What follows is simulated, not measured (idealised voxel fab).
This section sets out a process module, namely voxel fin reveal.
200 nm wide, 5 nm square cells: that's cross-section cut.
Reading order for cross-sections: top band down to bottom band. Underlying form: a grid of square cells. Band size: one or more rows of cells.
Top height, bottom height, nm. Materials left to right, width each, nm. Single material + "throughout" = fills band edge to edge. "empty" = empty.
Basically, 0 is our baseline, since under it the wafer straight out of the box is all one material. The bottom band has no lower end and keeps on going down, so it looks like "0..down".
Width "30 to 40": first value at the band's top row of cells, second value at its bottom row, equal change from row to row.
"no modification", as given for a step, is the statement that not any cell of the cross-section underwent a change during that step.
The list in "closed voids" covers empty spaces of 8 cells or more that cannot reach the top through any open way, and it gives each as width x height at distance; the distance is from the left edge, and width, height and distance are in nm.
Read whatever lies past the settings on a step's line as the simulator's own remark about the step.
What "overlay nm" on a step's line means: if the step has a mask, that mask lay this far to the right of its planned place, or, when the value is negative, to the left.
Steps in the process plan:
| 1 | RECEIVE (material Si) |
| 2 | CONFORMAL_DEP (material SiN; thk nm 10) |
| 3 | MASKED_ETCH (tone cover; mask id FINS; width nm 15; pitch nm 35; etch materials SiN; depth nm 10; overlay nm -15) |
| 4 | MASKED_ETCH (tone cover; mask id FINS; width nm 15; pitch nm 35; etch materials Si; depth nm 35; overlay nm 0) |
| 5 | OXIDIZE (depth nm 5) |
| 6 | FILL_DEP (material SiO2; thk nm 10) |
| 7 | CMP (height nm 10) |
| 8 | SELECTIVE_ETCH (etch materials SiO2; depth nm 35) |
| 9 | STRIP (etch materials SiN) |
| 10 | CONFORMAL_DEP (material HfO2; thk nm 5) |
For clarity, it should be stated that the wafers under discussion commence in an identical condition and differ with respect to the overlay nm of step 3, the plan indicating the value that the first wafer had.
Cross-section of the first of several wafers on receipt, reflecting completion of step 1:
	0..down = Si throughout
	closed voids: none
Take a look at the first of several wafers in cross-section: the module is done, and step 10 was its last step:
	5..0 = 25 nm empty; 15 nm HfO2; 20 nm empty; 15 nm HfO2; 20 nm empty; 15 nm HfO2; 20 nm empty; 15 nm HfO2; 55 nm empty
	0..-5 = 25 nm empty; 5 nm HfO2; 5 nm Si; 20 nm HfO2; 5 nm empty; 5 nm HfO2; 5 nm Si; 20 nm HfO2; 5 nm empty; 5 nm HfO2; 5 nm Si; 20 nm HfO2; 5 nm empty; 5 nm HfO2; 5 nm Si; 20 nm HfO2; 40 nm empty
	-5..-20 = 25 nm empty; 5 nm HfO2; 20 nm Si; 5 nm HfO2; 5 nm empty; 5 nm HfO2; 20 nm Si; 5 nm HfO2; 5 nm empty; 5 nm HfO2; 20 nm Si; 5 nm HfO2; 5 nm empty; 5 nm HfO2; 20 nm Si; 5 nm HfO2; 40 nm empty
	-20..-25 = 30 nm HfO2; 20 nm Si; 15 nm HfO2; 20 nm Si; 15 nm HfO2; 20 nm Si; 15 nm HfO2; 20 nm Si; 45 nm HfO2
	-25..-40 = 30 nm SiO2; 20 nm Si; 15 nm SiO2; 20 nm Si; 15 nm SiO2; 20 nm Si; 15 nm SiO2; 20 nm Si; 45 nm SiO2
	-40..down = Si throughout
	closed voids: none
The last wafer as seen in cross-section at the end of the module:
	5..0 = 55 nm empty; 15 nm HfO2; 20 nm empty; 15 nm HfO2; 20 nm empty; 15 nm HfO2; 20 nm empty; 15 nm HfO2; 25 nm empty
	0..-5 = 40 nm empty; 20 nm HfO2; 5 nm Si; 5 nm HfO2; 5 nm empty; 20 nm HfO2; 5 nm Si; 5 nm HfO2; 5 nm empty; 20 nm HfO2; 5 nm Si; 5 nm HfO2; 5 nm empty; 20 nm HfO2; 5 nm Si; 5 nm HfO2; 25 nm empty
	-5..-20 = 40 nm empty; 5 nm HfO2; 20 nm Si; 5 nm HfO2; 5 nm empty; 5 nm HfO2; 20 nm Si; 5 nm HfO2; 5 nm empty; 5 nm HfO2; 20 nm Si; 5 nm HfO2; 5 nm empty; 5 nm HfO2; 20 nm Si; 5 nm HfO2; 25 nm empty
	-20..-25 = 45 nm HfO2; 20 nm Si; 15 nm HfO2; 20 nm Si; 15 nm HfO2; 20 nm Si; 15 nm HfO2; 20 nm Si; 30 nm HfO2
	-25..-40 = 45 nm SiO2; 20 nm Si; 15 nm SiO2; 20 nm Si; 15 nm SiO2; 20 nm Si; 15 nm SiO2; 20 nm Si; 30 nm SiO2
	-40..down = Si throughout
	closed voids: none
Heads up, this table goes wafer by wafer. A row tells you, at the end of the module, how many cells of each material that wafer has put on (+) or dropped (-) since it was received, and then its closed voids:
overlay nm -15 | +80 HfO2 | -204 Si | +72 SiO2 | closed voids: none
overlay nm -10 | +80 HfO2 | -232 Si | +84 SiO2 | closed voids: none
overlay nm -5 | +80 HfO2 | -260 Si | +96 SiO2 | closed voids: none
overlay nm 0 | +80 HfO2 | -288 Si | +108 SiO2 | closed voids: none
overlay nm 5 | +80 HfO2 | -260 Si | +96 SiO2 | closed voids: none
overlay nm 10 | +80 HfO2 | -232 Si | +84 SiO2 | closed voids: none
overlay nm 15 | +80 HfO2 | -204 Si | +72 SiO2 | closed voids: none
